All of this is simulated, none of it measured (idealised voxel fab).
process module | voxel transistor to metal
cross-section cut | 165 nm wide | cells 5 nm
A cross-section is a grid of square cells, given in bands from the top down. A band is one or more rows of cells.
Each band's line starts with the height of the band's top and of its bottom, in nm. Then come its materials from left to right, each with its width in nm. One material with "throughout" fills the band from edge to edge. "air" is empty space.
Height 0 is the level under which the wafer as received is all one material. The lowest band goes on downwards, as in "0 down".
A width such as "30 to 40" changes by the same amount from each row of cells to the next, from the band's top row to its bottom row.
"no change" after a step means that no cell of the cross-section changed.
closed voids: empty space of 8 cells or more with no open way to the top, each as width x height at its distance from the left edge, in nm
after a step's settings: what the simulator itself notes on the step
overlay nm, on a step with a mask: how far to the right of its planned place the mask lay; to the left if negative
plan
1 op RECEIVE | material Si
2 op OXIDIZE | depth nm 5
3 op CONFORMAL_DEP | material SiN | thk nm 10
4 op MASKED_ETCH | tone cover | mask id ACTIVE | width nm 110 | etch materials SiN | depth nm 10 | overlay nm 0
5 op MASKED_ETCH | tone cover | mask id ACTIVE | width nm 110 | etch materials SiO2 | depth nm 5 | overlay nm 0
6 op MASKED_ETCH | tone cover | mask id ACTIVE | width nm 110 | etch materials Si | depth nm 25 | overlay nm 0
7 op OXIDIZE | depth nm 5
8 op FILL_DEP | material SiO2 | thk nm 15
9 op CMP | height nm 10
10 op SELECTIVE_ETCH | etch materials SiO2 | depth nm 5
11 op STRIP | etch materials SiN
12 op SELECTIVE_ETCH | etch materials SiO2 | depth nm 5
13 op OXIDIZE | depth nm 5
14 op DIRECTIONAL_DEP | material polySi | thk nm 30
15 op DIRECTIONAL_DEP | material SiCN | thk nm 15
16 op PATTERN | tone cover | mask id GATE | material resist | width nm 30 | thk nm 15 | overlay nm 0
17 op DIRECTIONAL_ETCH | etch materials SiCN | depth nm 25
18 op DIRECTIONAL_ETCH | etch materials polySi | depth nm 40
19 op STRIP | etch materials resist
20 op CONFORMAL_DEP | material SiO2 | thk nm 5
21 op DIRECTIONAL_ETCH | etch materials SiO2 | depth nm 5
22 op CONFORMAL_DEP | material SiN | thk nm 10
23 op DIRECTIONAL_ETCH | etch materials SiN | depth nm 10
24 op DIRECTIONAL_ETCH | etch materials SiO2 | depth nm 5
25 op DIRECTIONAL_ETCH | etch materials Si | depth nm 5
26 op EPI | material pSi | thk nm 10
27 op FILL_DEP | material SiO2 | thk nm 10
28 op CMP | height nm 25
29 op STRIP | etch materials polySi
30 op SELECTIVE_ETCH | etch materials SiO2 | depth nm 5
31 op CONFORMAL_DEP | material HfO2 | thk nm 5
32 op CONFORMAL_DEP | material TiN | thk nm 5
33 op FILL_DEP | material W | thk nm 5
34 op CMP | height nm 20
35 op DIRECTIONAL_DEP | material SiO2 | thk nm 10
36 op PATTERN | tone open | mask id CONTACT | material resist | width nm 15 | pitch nm 75 | thk nm 20 | overlay nm 0
37 op DIRECTIONAL_ETCH | etch materials SiO2 | depth nm 30
38 op STRIP | etch materials resist
39 op CONFORMAL_DEP | material TiN | thk nm 5
40 op FILL_DEP | material Ru | thk nm 10
41 op CMP | height nm 30
42 op DIRECTIONAL_DEP | material TiN | thk nm 5
43 op DIRECTIONAL_DEP | material W | thk nm 15
44 op PATTERN | tone cover | mask id METAL_1 | material resist | width nm 15 | pitch nm 75 | thk nm 20 | overlay nm 0
45 op DIRECTIONAL_ETCH | etch materials W | depth nm 15
46 op DIRECTIONAL_ETCH | etch materials TiN | depth nm 5
47 op STRIP | etch materials resist
48 op FILL_DEP | material lowk | thk nm 5
49 op CMP | height nm 50
50 op CONFORMAL_DEP | material SiCN | thk nm 5
first wafer, as planned
as received, after step 1
  0 down: Si throughout
  closed voids: none
after step 2
  0 to -5: SiO2 throughout
  below -5: unchanged
after step 3
  10 to 0: SiN throughout
  below 0: unchanged
after step 4
  10 to 0: air 25 | SiN 110 | air 30
  below 0: unchanged
after step 5
  10 to 0: air 25 | SiN 110 | air 30
  0 to -5: air 25 | SiO2 110 | air 30
  below -5: unchanged
after step 6
  10 to 0: air 25 | SiN 110 | air 30
  0 to -5: air 25 | SiO2 110 | air 30
  -5 to -30: air 25 | Si 110 | air 30
  below -30: unchanged
after step 7
  10 to 0: air 25 | SiN 110 | air 30
  0 to -5: air 25 | SiO2 110 | air 30
  -5 to -30: air 25 | SiO2 5 | Si 100 | SiO2 5 | air 30
  -30 to -35: SiO2 30 | Si 100 | SiO2 35
  below -35: unchanged
after step 8
  25 to 10: SiO2 throughout
  10 to 0: SiO2 25 | SiN 110 | SiO2 30
  0 to -5: SiO2 throughout
  -5 to -35: SiO2 30 | Si 100 | SiO2 35
  below -35: unchanged
after step 9
  10 to 0: SiO2 25 | SiN 110 | SiO2 30
  below 0: unchanged
after step 10
  10 to 5: air 25 | SiN 110 | air 30
  below 5: unchanged
after step 11
  5 to 0: SiO2 25 | air 110 | SiO2 30
  below 0: unchanged
after step 12
  0 to -5: SiO2 20 | air 120 | SiO2 25
  below -5: unchanged
after step 13
  0 to -5: SiO2 20 | air 120 | SiO2 25
  -5 to -10: SiO2 throughout
  below -10: unchanged
after step 14
  30 to 25: polySi 20 | air 120 | polySi 25
  25 to 0: polySi throughout
  0 to -5: SiO2 20 | polySi 120 | SiO2 25
  below -5: unchanged
after step 15
  45 to 40: SiCN 20 | air 120 | SiCN 25
  40 to 30: SiCN throughout
  30 to 25: polySi 20 | SiCN 120 | polySi 25
  below 25: unchanged
after step 16
  60 to 45: air 65 | resist 30 | air 70
  45 to 40: SiCN 20 | air 45 | resist 30 | air 45 | SiCN 25
  below 40: unchanged
after step 17
  60 to 40: air 65 | resist 30 | air 70
  40 to 30: air 65 | SiCN 30 | air 70
  30 to 25: polySi 20 | air 45 | SiCN 30 | air 45 | polySi 25
  below 25: unchanged
after step 18
  60 to 40: air 65 | resist 30 | air 70
  40 to 25: air 65 | SiCN 30 | air 70
  25 to 0: air 65 | polySi 30 | air 70
  0 to -5: SiO2 20 | air 45 | polySi 30 | air 45 | SiO2 25
  below -5: unchanged
after step 19
  40 to 25: air 65 | SiCN 30 | air 70
  below 25: unchanged
after step 20
  45 to 40: air 60 | SiO2 40 | air 65
  40 to 25: air 60 | SiO2 5 | SiCN 30 | SiO2 5 | air 65
  25 to 5: air 60 | SiO2 5 | polySi 30 | SiO2 5 | air 65
  5 to 0: SiO2 25 | air 35 | SiO2 5 | polySi 30 | SiO2 5 | air 35 | SiO2 30
  0 to -5: SiO2 65 | polySi 30 | SiO2 70
  below -5: unchanged
after step 21
  40 to 25: air 60 | SiO2 5 | SiCN 30 | SiO2 5 | air 65
  25 to 0: air 60 | SiO2 5 | polySi 30 | SiO2 5 | air 65
  0 to -5: SiO2 25 | air 35 | SiO2 5 | polySi 30 | SiO2 5 | air 35 | SiO2 30
  below -5: unchanged
after step 22
  50 to 40: air 50 | SiN 60 | air 55
  40 to 25: air 50 | SiN 10 | SiO2 5 | SiCN 30 | SiO2 5 | SiN 10 | air 55
  25 to 10: air 50 | SiN 10 | SiO2 5 | polySi 30 | SiO2 5 | SiN 10 | air 55
  10 to 5: SiN 35 | air 15 | SiN 10 | SiO2 5 | polySi 30 | SiO2 5 | SiN 10 | air 15 | SiN 40
  5 to 0: SiN 60 | SiO2 5 | polySi 30 | SiO2 5 | SiN 65
  0 to -5: SiO2 25 | SiN 35 | SiO2 5 | polySi 30 | SiO2 5 | SiN 35 | SiO2 30
  below -5: unchanged
after step 23
  40 to 25: air 50 | SiN 10 | SiO2 5 | SiCN 30 | SiO2 5 | SiN 10 | air 55
  25 to 0: air 50 | SiN 10 | SiO2 5 | polySi 30 | SiO2 5 | SiN 10 | air 55
  0 to -5: SiO2 25 | SiN 10 | air 15 | SiN 10 | SiO2 5 | polySi 30 | SiO2 5 | SiN 10 | air 15 | SiN 10 | SiO2 30
  below -5: unchanged
after step 24
  40 to 35: air 50 | SiN 10 | air 5 | SiCN 30 | air 5 | SiN 10 | air 55
  35 to 25: air 50 | SiN 10 | SiO2 5 | SiCN 30 | SiO2 5 | SiN 10 | air 55
  25 to 0: air 50 | SiN 10 | SiO2 5 | polySi 30 | SiO2 5 | SiN 10 | air 55
  0 to -5: air 25 | SiN 10 | air 15 | SiN 10 | SiO2 5 | polySi 30 | SiO2 5 | SiN 10 | air 15 | SiN 10 | air 30
  -5 to -10: SiO2 35 | air 15 | SiO2 60 | air 15 | SiO2 40
  below -10: unchanged
after step 25
  40 to 35: air 50 | SiN 10 | air 5 | SiCN 30 | air 5 | SiN 10 | air 55
  35 to 25: air 50 | SiN 10 | SiO2 5 | SiCN 30 | SiO2 5 | SiN 10 | air 55
  25 to 0: air 50 | SiN 10 | SiO2 5 | polySi 30 | SiO2 5 | SiN 10 | air 55
  0 to -5: air 25 | SiN 10 | air 15 | SiN 10 | SiO2 5 | polySi 30 | SiO2 5 | SiN 10 | air 15 | SiN 10 | air 30
  -5 to -10: SiO2 35 | air 15 | SiO2 60 | air 15 | SiO2 40
  -10 to -15: SiO2 30 | Si 5 | air 15 | Si 60 | air 15 | Si 5 | SiO2 35
  below -15: unchanged
after step 26
  40 to 35: air 50 | SiN 10 | air 5 | SiCN 30 | air 5 | SiN 10 | air 55
  35 to 25: air 50 | SiN 10 | SiO2 5 | SiCN 30 | SiO2 5 | SiN 10 | air 55
  25 to 0: air 50 | SiN 10 | SiO2 5 | polySi 30 | SiO2 5 | SiN 10 | air 55
  0 to -5: air 25 | SiN 10 | pSi 15 | SiN 10 | SiO2 5 | polySi 30 | SiO2 5 | SiN 10 | pSi 15 | SiN 10 | air 30
  -5 to -10: SiO2 35 | pSi 15 | SiO2 60 | pSi 15 | SiO2 40
  -10 to -15: SiO2 30 | Si 5 | pSi 15 | Si 60 | pSi 15 | Si 5 | SiO2 35
  below -15: unchanged
after step 27
  50 to 40: SiO2 throughout
  40 to 25: SiO2 50 | SiN 10 | SiO2 5 | SiCN 30 | SiO2 5 | SiN 10 | SiO2 55
  25 to 0: SiO2 50 | SiN 10 | SiO2 5 | polySi 30 | SiO2 5 | SiN 10 | SiO2 55
  0 to -5: SiO2 25 | SiN 10 | pSi 15 | SiN 10 | SiO2 5 | polySi 30 | SiO2 5 | SiN 10 | pSi 15 | SiN 10 | SiO2 30
  below -5: unchanged
after step 28
  25 to 0: SiO2 50 | SiN 10 | SiO2 5 | polySi 30 | SiO2 5 | SiN 10 | SiO2 55
  below 0: unchanged
after step 29
  25 to 0: SiO2 50 | SiN 10 | SiO2 5 | air 30 | SiO2 5 | SiN 10 | SiO2 55
  0 to -5: SiO2 25 | SiN 10 | pSi 15 | SiN 10 | SiO2 5 | air 30 | SiO2 5 | SiN 10 | pSi 15 | SiN 10 | SiO2 30
  below -5: unchanged
after step 30
  25 to 20: air 50 | SiN 10 | air 40 | SiN 10 | air 55
  20 to 0: SiO2 50 | SiN 10 | air 40 | SiN 10 | SiO2 55
  0 to -5: SiO2 25 | SiN 10 | pSi 15 | SiN 10 | air 40 | SiN 10 | pSi 15 | SiN 10 | SiO2 30
  -5 to -10: SiO2 35 | pSi 15 | SiO2 10 | air 40 | SiO2 10 | pSi 15 | SiO2 40
  below -10: unchanged
after step 31
  30 to 25: air 45 | HfO2 20 | air 30 | HfO2 20 | air 50
  25 to 20: HfO2 50 | SiN 10 | HfO2 5 | air 30 | HfO2 5 | SiN 10 | HfO2 55
  20 to 0: SiO2 50 | SiN 10 | HfO2 5 | air 30 | HfO2 5 | SiN 10 | SiO2 55
  0 to -5: SiO2 25 | SiN 10 | pSi 15 | SiN 10 | HfO2 5 | air 30 | HfO2 5 | SiN 10 | pSi 15 | SiN 10 | SiO2 30
  -5 to -10: SiO2 35 | pSi 15 | SiO2 10 | HfO2 40 | SiO2 10 | pSi 15 | SiO2 40
  below -10: unchanged
after step 32
  35 to 30: air 40 | TiN 30 | air 20 | TiN 30 | air 45
  30 to 25: TiN 45 | HfO2 20 | TiN 5 | air 20 | TiN 5 | HfO2 20 | TiN 50
  25 to 20: HfO2 50 | SiN 10 | HfO2 5 | TiN 5 | air 20 | TiN 5 | HfO2 5 | SiN 10 | HfO2 55
  20 to 0: SiO2 50 | SiN 10 | HfO2 5 | TiN 5 | air 20 | TiN 5 | HfO2 5 | SiN 10 | SiO2 55
  0 to -5: SiO2 25 | SiN 10 | pSi 15 | SiN 10 | HfO2 5 | TiN 30 | HfO2 5 | SiN 10 | pSi 15 | SiN 10 | SiO2 30
  below -5: unchanged
after step 33
  40 to 35: W throughout
  35 to 30: W 40 | TiN 30 | W 20 | TiN 30 | W 45
  30 to 25: TiN 45 | HfO2 20 | TiN 5 | W 20 | TiN 5 | HfO2 20 | TiN 50
  25 to 20: HfO2 50 | SiN 10 | HfO2 5 | TiN 5 | W 20 | TiN 5 | HfO2 5 | SiN 10 | HfO2 55
  20 to 0: SiO2 50 | SiN 10 | HfO2 5 | TiN 5 | W 20 | TiN 5 | HfO2 5 | SiN 10 | SiO2 55
  below 0: unchanged
after step 34
  20 to 0: SiO2 50 | SiN 10 | HfO2 5 | TiN 5 | W 20 | TiN 5 | HfO2 5 | SiN 10 | SiO2 55
  below 0: unchanged
after step 35
  30 to 20: SiO2 throughout
  below 20: unchanged
after step 36
  50 to 30: resist 35 | air 15 | resist 60 | air 15 | resist 40
  below 30: unchanged
after step 37
  50 to 30: resist 35 | air 15 | resist 60 | air 15 | resist 40
  30 to 20: SiO2 35 | air 15 | SiO2 60 | air 15 | SiO2 40
  20 to 0: SiO2 35 | air 15 | SiN 10 | HfO2 5 | TiN 5 | W 20 | TiN 5 | HfO2 5 | SiN 10 | air 15 | SiO2 40
  below 0: unchanged
after step 38
  30 to 20: SiO2 35 | air 15 | SiO2 60 | air 15 | SiO2 40
  below 20: unchanged
after step 39
  35 to 30: TiN 40 | air 5 | TiN 70 | air 5 | TiN 45
  30 to 20: SiO2 35 | TiN 5 | air 5 | TiN 5 | SiO2 60 | TiN 5 | air 5 | TiN 5 | SiO2 40
  20 to 5: SiO2 35 | TiN 5 | air 5 | TiN 5 | SiN 10 | HfO2 5 | TiN 5 | W 20 | TiN 5 | HfO2 5 | SiN 10 | TiN 5 | air 5 | TiN 5 | SiO2 40
  5 to 0: SiO2 35 | TiN 15 | SiN 10 | HfO2 5 | TiN 5 | W 20 | TiN 5 | HfO2 5 | SiN 10 | TiN 15 | SiO2 40
  below 0: unchanged
after step 40
  45 to 35: Ru throughout
  35 to 30: TiN 40 | Ru 5 | TiN 70 | Ru 5 | TiN 45
  30 to 20: SiO2 35 | TiN 5 | Ru 5 | TiN 5 | SiO2 60 | TiN 5 | Ru 5 | TiN 5 | SiO2 40
  20 to 5: SiO2 35 | TiN 5 | Ru 5 | TiN 5 | SiN 10 | HfO2 5 | TiN 5 | W 20 | TiN 5 | HfO2 5 | SiN 10 | TiN 5 | Ru 5 | TiN 5 | SiO2 40
  below 5: unchanged
after step 41
  30 to 20: SiO2 35 | TiN 5 | Ru 5 | TiN 5 | SiO2 60 | TiN 5 | Ru 5 | TiN 5 | SiO2 40
  below 20: unchanged
after step 42
  35 to 30: TiN throughout
  below 30: unchanged
after step 43
  50 to 35: W throughout
  below 35: unchanged
after step 44
  70 to 50: air 35 | resist 15 | air 60 | resist 15 | air 40
  below 50: unchanged
after step 45
  70 to 50: air 35 | resist 15 | air 60 | resist 15 | air 40
  50 to 35: air 35 | W 15 | air 60 | W 15 | air 40
  below 35: unchanged
after step 46
  70 to 50: air 35 | resist 15 | air 60 | resist 15 | air 40
  50 to 35: air 35 | W 15 | air 60 | W 15 | air 40
  35 to 30: air 35 | TiN 15 | air 60 | TiN 15 | air 40
  below 30: unchanged
after step 47
  50 to 35: air 35 | W 15 | air 60 | W 15 | air 40
  below 35: unchanged
after step 48
  55 to 50: lowk throughout
  50 to 35: lowk 35 | W 15 | lowk 60 | W 15 | lowk 40
  35 to 30: lowk 35 | TiN 15 | lowk 60 | TiN 15 | lowk 40
  below 30: unchanged
after step 49
  50 to 35: lowk 35 | W 15 | lowk 60 | W 15 | lowk 40
  below 35: unchanged
after step 50
  55 to 50: SiCN throughout
  below 50: unchanged
second wafer: like start, like plan, one mistake. Through step 5 it matches the first wafer
when step 6 should have ended
  10 to 0: air 25 | SiN 110 | air 30
  0 to -5: air 25 | SiO2 110 | air 30
  -5 to -55: air 25 | Si 110 | air 30
  below -55: unchanged
when step 7 should have ended
  10 to 0: air 25 | SiN 110 | air 30
  0 to -5: air 25 | SiO2 110 | air 30
  -5 to -55: air 25 | SiO2 5 | Si 100 | SiO2 5 | air 30
  -55 to -60: SiO2 30 | Si 100 | SiO2 35
  below -60: unchanged
when step 8 should have ended
  25 to 10: SiO2 throughout
  10 to 0: SiO2 25 | SiN 110 | SiO2 30
  0 to -5: SiO2 throughout
  -5 to -60: SiO2 30 | Si 100 | SiO2 35
  below -60: unchanged
when step 9 should have ended
  10 to 0: SiO2 25 | SiN 110 | SiO2 30
  below 0: unchanged
when step 10 should have ended
  10 to 5: air 25 | SiN 110 | air 30
  below 5: unchanged
when step 11 should have ended
  5 to 0: SiO2 25 | air 110 | SiO2 30
  below 0: unchanged
when step 12 should have ended
  0 to -5: SiO2 20 | air 120 | SiO2 25
  below -5: unchanged
when step 13 should have ended
  0 to -5: SiO2 20 | air 120 | SiO2 25
  -5 to -10: SiO2 throughout
  below -10: unchanged
when step 14 should have ended
  30 to 25: polySi 20 | air 120 | polySi 25
  25 to 0: polySi throughout
  0 to -5: SiO2 20 | polySi 120 | SiO2 25
  below -5: unchanged
when step 15 should have ended
  45 to 40: SiCN 20 | air 120 | SiCN 25
  40 to 30: SiCN throughout
  30 to 25: polySi 20 | SiCN 120 | polySi 25
  below 25: unchanged
when step 16 should have ended
  60 to 45: air 65 | resist 30 | air 70
  45 to 40: SiCN 20 | air 45 | resist 30 | air 45 | SiCN 25
  below 40: unchanged
when step 17 should have ended
  60 to 40: air 65 | resist 30 | air 70
  40 to 30: air 65 | SiCN 30 | air 70
  30 to 25: polySi 20 | air 45 | SiCN 30 | air 45 | polySi 25
  below 25: unchanged
when step 18 should have ended
  60 to 40: air 65 | resist 30 | air 70
  40 to 25: air 65 | SiCN 30 | air 70
  25 to 0: air 65 | polySi 30 | air 70
  0 to -5: SiO2 20 | air 45 | polySi 30 | air 45 | SiO2 25
  below -5: unchanged
when step 19 should have ended
  40 to 25: air 65 | SiCN 30 | air 70
  below 25: unchanged
when step 20 should have ended
  45 to 40: air 60 | SiO2 40 | air 65
  40 to 25: air 60 | SiO2 5 | SiCN 30 | SiO2 5 | air 65
  25 to 5: air 60 | SiO2 5 | polySi 30 | SiO2 5 | air 65
  5 to 0: SiO2 25 | air 35 | SiO2 5 | polySi 30 | SiO2 5 | air 35 | SiO2 30
  0 to -5: SiO2 65 | polySi 30 | SiO2 70
  below -5: unchanged
when step 21 should have ended
  40 to 25: air 60 | SiO2 5 | SiCN 30 | SiO2 5 | air 65
  25 to 0: air 60 | SiO2 5 | polySi 30 | SiO2 5 | air 65
  0 to -5: SiO2 25 | air 35 | SiO2 5 | polySi 30 | SiO2 5 | air 35 | SiO2 30
  below -5: unchanged
when step 22 should have ended
  50 to 40: air 50 | SiN 60 | air 55
  40 to 25: air 50 | SiN 10 | SiO2 5 | SiCN 30 | SiO2 5 | SiN 10 | air 55
  25 to 10: air 50 | SiN 10 | SiO2 5 | polySi 30 | SiO2 5 | SiN 10 | air 55
  10 to 5: SiN 35 | air 15 | SiN 10 | SiO2 5 | polySi 30 | SiO2 5 | SiN 10 | air 15 | SiN 40
  5 to 0: SiN 60 | SiO2 5 | polySi 30 | SiO2 5 | SiN 65
  0 to -5: SiO2 25 | SiN 35 | SiO2 5 | polySi 30 | SiO2 5 | SiN 35 | SiO2 30
  below -5: unchanged
when step 23 should have ended
  40 to 25: air 50 | SiN 10 | SiO2 5 | SiCN 30 | SiO2 5 | SiN 10 | air 55
  25 to 0: air 50 | SiN 10 | SiO2 5 | polySi 30 | SiO2 5 | SiN 10 | air 55
  0 to -5: SiO2 25 | SiN 10 | air 15 | SiN 10 | SiO2 5 | polySi 30 | SiO2 5 | SiN 10 | air 15 | SiN 10 | SiO2 30
  below -5: unchanged
when step 24 should have ended
  40 to 35: air 50 | SiN 10 | air 5 | SiCN 30 | air 5 | SiN 10 | air 55
  35 to 25: air 50 | SiN 10 | SiO2 5 | SiCN 30 | SiO2 5 | SiN 10 | air 55
  25 to 0: air 50 | SiN 10 | SiO2 5 | polySi 30 | SiO2 5 | SiN 10 | air 55
  0 to -5: air 25 | SiN 10 | air 15 | SiN 10 | SiO2 5 | polySi 30 | SiO2 5 | SiN 10 | air 15 | SiN 10 | air 30
  -5 to -10: SiO2 35 | air 15 | SiO2 60 | air 15 | SiO2 40
  below -10: unchanged
when step 25 should have ended
  40 to 35: air 50 | SiN 10 | air 5 | SiCN 30 | air 5 | SiN 10 | air 55
  35 to 25: air 50 | SiN 10 | SiO2 5 | SiCN 30 | SiO2 5 | SiN 10 | air 55
  25 to 0: air 50 | SiN 10 | SiO2 5 | polySi 30 | SiO2 5 | SiN 10 | air 55
  0 to -5: air 25 | SiN 10 | air 15 | SiN 10 | SiO2 5 | polySi 30 | SiO2 5 | SiN 10 | air 15 | SiN 10 | air 30
  -5 to -10: SiO2 35 | air 15 | SiO2 60 | air 15 | SiO2 40
  -10 to -15: SiO2 30 | Si 5 | air 15 | Si 60 | air 15 | Si 5 | SiO2 35
  below -15: unchanged
when step 26 should have ended
  40 to 35: air 50 | SiN 10 | air 5 | SiCN 30 | air 5 | SiN 10 | air 55
  35 to 25: air 50 | SiN 10 | SiO2 5 | SiCN 30 | SiO2 5 | SiN 10 | air 55
  25 to 0: air 50 | SiN 10 | SiO2 5 | polySi 30 | SiO2 5 | SiN 10 | air 55
  0 to -5: air 25 | SiN 10 | pSi 15 | SiN 10 | SiO2 5 | polySi 30 | SiO2 5 | SiN 10 | pSi 15 | SiN 10 | air 30
  -5 to -10: SiO2 35 | pSi 15 | SiO2 60 | pSi 15 | SiO2 40
  -10 to -15: SiO2 30 | Si 5 | pSi 15 | Si 60 | pSi 15 | Si 5 | SiO2 35
  below -15: unchanged
when step 27 should have ended
  50 to 40: SiO2 throughout
  40 to 25: SiO2 50 | SiN 10 | SiO2 5 | SiCN 30 | SiO2 5 | SiN 10 | SiO2 55
  25 to 0: SiO2 50 | SiN 10 | SiO2 5 | polySi 30 | SiO2 5 | SiN 10 | SiO2 55
  0 to -5: SiO2 25 | SiN 10 | pSi 15 | SiN 10 | SiO2 5 | polySi 30 | SiO2 5 | SiN 10 | pSi 15 | SiN 10 | SiO2 30
  below -5: unchanged
when step 28 should have ended
  25 to 0: SiO2 50 | SiN 10 | SiO2 5 | polySi 30 | SiO2 5 | SiN 10 | SiO2 55
  below 0: unchanged
when step 29 should have ended
  25 to 0: SiO2 50 | SiN 10 | SiO2 5 | air 30 | SiO2 5 | SiN 10 | SiO2 55
  0 to -5: SiO2 25 | SiN 10 | pSi 15 | SiN 10 | SiO2 5 | air 30 | SiO2 5 | SiN 10 | pSi 15 | SiN 10 | SiO2 30
  below -5: unchanged
when step 30 should have ended
  25 to 20: air 50 | SiN 10 | air 40 | SiN 10 | air 55
  20 to 0: SiO2 50 | SiN 10 | air 40 | SiN 10 | SiO2 55
  0 to -5: SiO2 25 | SiN 10 | pSi 15 | SiN 10 | air 40 | SiN 10 | pSi 15 | SiN 10 | SiO2 30
  -5 to -10: SiO2 35 | pSi 15 | SiO2 10 | air 40 | SiO2 10 | pSi 15 | SiO2 40
  below -10: unchanged
when step 31 should have ended
  30 to 25: air 45 | HfO2 20 | air 30 | HfO2 20 | air 50
  25 to 20: HfO2 50 | SiN 10 | HfO2 5 | air 30 | HfO2 5 | SiN 10 | HfO2 55
  20 to 0: SiO2 50 | SiN 10 | HfO2 5 | air 30 | HfO2 5 | SiN 10 | SiO2 55
  0 to -5: SiO2 25 | SiN 10 | pSi 15 | SiN 10 | HfO2 5 | air 30 | HfO2 5 | SiN 10 | pSi 15 | SiN 10 | SiO2 30
  -5 to -10: SiO2 35 | pSi 15 | SiO2 10 | HfO2 40 | SiO2 10 | pSi 15 | SiO2 40
  below -10: unchanged
when step 32 should have ended
  35 to 30: air 40 | TiN 30 | air 20 | TiN 30 | air 45
  30 to 25: TiN 45 | HfO2 20 | TiN 5 | air 20 | TiN 5 | HfO2 20 | TiN 50
  25 to 20: HfO2 50 | SiN 10 | HfO2 5 | TiN 5 | air 20 | TiN 5 | HfO2 5 | SiN 10 | HfO2 55
  20 to 0: SiO2 50 | SiN 10 | HfO2 5 | TiN 5 | air 20 | TiN 5 | HfO2 5 | SiN 10 | SiO2 55
  0 to -5: SiO2 25 | SiN 10 | pSi 15 | SiN 10 | HfO2 5 | TiN 30 | HfO2 5 | SiN 10 | pSi 15 | SiN 10 | SiO2 30
  below -5: unchanged
when step 33 should have ended
  40 to 35: W throughout
  35 to 30: W 40 | TiN 30 | W 20 | TiN 30 | W 45
  30 to 25: TiN 45 | HfO2 20 | TiN 5 | W 20 | TiN 5 | HfO2 20 | TiN 50
  25 to 20: HfO2 50 | SiN 10 | HfO2 5 | TiN 5 | W 20 | TiN 5 | HfO2 5 | SiN 10 | HfO2 55
  20 to 0: SiO2 50 | SiN 10 | HfO2 5 | TiN 5 | W 20 | TiN 5 | HfO2 5 | SiN 10 | SiO2 55
  below 0: unchanged
when step 34 should have ended
  20 to 0: SiO2 50 | SiN 10 | HfO2 5 | TiN 5 | W 20 | TiN 5 | HfO2 5 | SiN 10 | SiO2 55
  below 0: unchanged
when step 35 should have ended
  30 to 20: SiO2 throughout
  below 20: unchanged
when step 36 should have ended
  50 to 30: resist 35 | air 15 | resist 60 | air 15 | resist 40
  below 30: unchanged
when step 37 should have ended
  50 to 30: resist 35 | air 15 | resist 60 | air 15 | resist 40
  30 to 20: SiO2 35 | air 15 | SiO2 60 | air 15 | SiO2 40
  20 to 0: SiO2 35 | air 15 | SiN 10 | HfO2 5 | TiN 5 | W 20 | TiN 5 | HfO2 5 | SiN 10 | air 15 | SiO2 40
  below 0: unchanged
when step 38 should have ended
  30 to 20: SiO2 35 | air 15 | SiO2 60 | air 15 | SiO2 40
  below 20: unchanged
when step 39 should have ended
  35 to 30: TiN 40 | air 5 | TiN 70 | air 5 | TiN 45
  30 to 20: SiO2 35 | TiN 5 | air 5 | TiN 5 | SiO2 60 | TiN 5 | air 5 | TiN 5 | SiO2 40
  20 to 5: SiO2 35 | TiN 5 | air 5 | TiN 5 | SiN 10 | HfO2 5 | TiN 5 | W 20 | TiN 5 | HfO2 5 | SiN 10 | TiN 5 | air 5 | TiN 5 | SiO2 40
  5 to 0: SiO2 35 | TiN 15 | SiN 10 | HfO2 5 | TiN 5 | W 20 | TiN 5 | HfO2 5 | SiN 10 | TiN 15 | SiO2 40
  below 0: unchanged
when step 40 should have ended
  45 to 35: Ru throughout
  35 to 30: TiN 40 | Ru 5 | TiN 70 | Ru 5 | TiN 45
  30 to 20: SiO2 35 | TiN 5 | Ru 5 | TiN 5 | SiO2 60 | TiN 5 | Ru 5 | TiN 5 | SiO2 40
  20 to 5: SiO2 35 | TiN 5 | Ru 5 | TiN 5 | SiN 10 | HfO2 5 | TiN 5 | W 20 | TiN 5 | HfO2 5 | SiN 10 | TiN 5 | Ru 5 | TiN 5 | SiO2 40
  below 5: unchanged
when step 41 should have ended
  30 to 20: SiO2 35 | TiN 5 | Ru 5 | TiN 5 | SiO2 60 | TiN 5 | Ru 5 | TiN 5 | SiO2 40
  below 20: unchanged
when step 42 should have ended
  35 to 30: TiN throughout
  below 30: unchanged
when step 43 should have ended
  50 to 35: W throughout
  below 35: unchanged
when step 44 should have ended
  70 to 50: air 35 | resist 15 | air 60 | resist 15 | air 40
  below 50: unchanged
when step 45 should have ended
  70 to 50: air 35 | resist 15 | air 60 | resist 15 | air 40
  50 to 35: air 35 | W 15 | air 60 | W 15 | air 40
  below 35: unchanged
when step 46 should have ended
  70 to 50: air 35 | resist 15 | air 60 | resist 15 | air 40
  50 to 35: air 35 | W 15 | air 60 | W 15 | air 40
  35 to 30: air 35 | TiN 15 | air 60 | TiN 15 | air 40
  below 30: unchanged
when step 47 should have ended
  50 to 35: air 35 | W 15 | air 60 | W 15 | air 40
  below 35: unchanged
when step 48 should have ended
  55 to 50: lowk throughout
  50 to 35: lowk 35 | W 15 | lowk 60 | W 15 | lowk 40
  35 to 30: lowk 35 | TiN 15 | lowk 60 | TiN 15 | lowk 40
  below 30: unchanged
when step 49 should have ended
  50 to 35: lowk 35 | W 15 | lowk 60 | W 15 | lowk 40
  below 35: unchanged
when step 50 should have ended
  55 to 50: SiCN throughout
  below 50: unchanged
what went wrong: step 6 was run twice
at the end the second wafer has, in cells: 65 fewer of Si | 65 more of SiO2
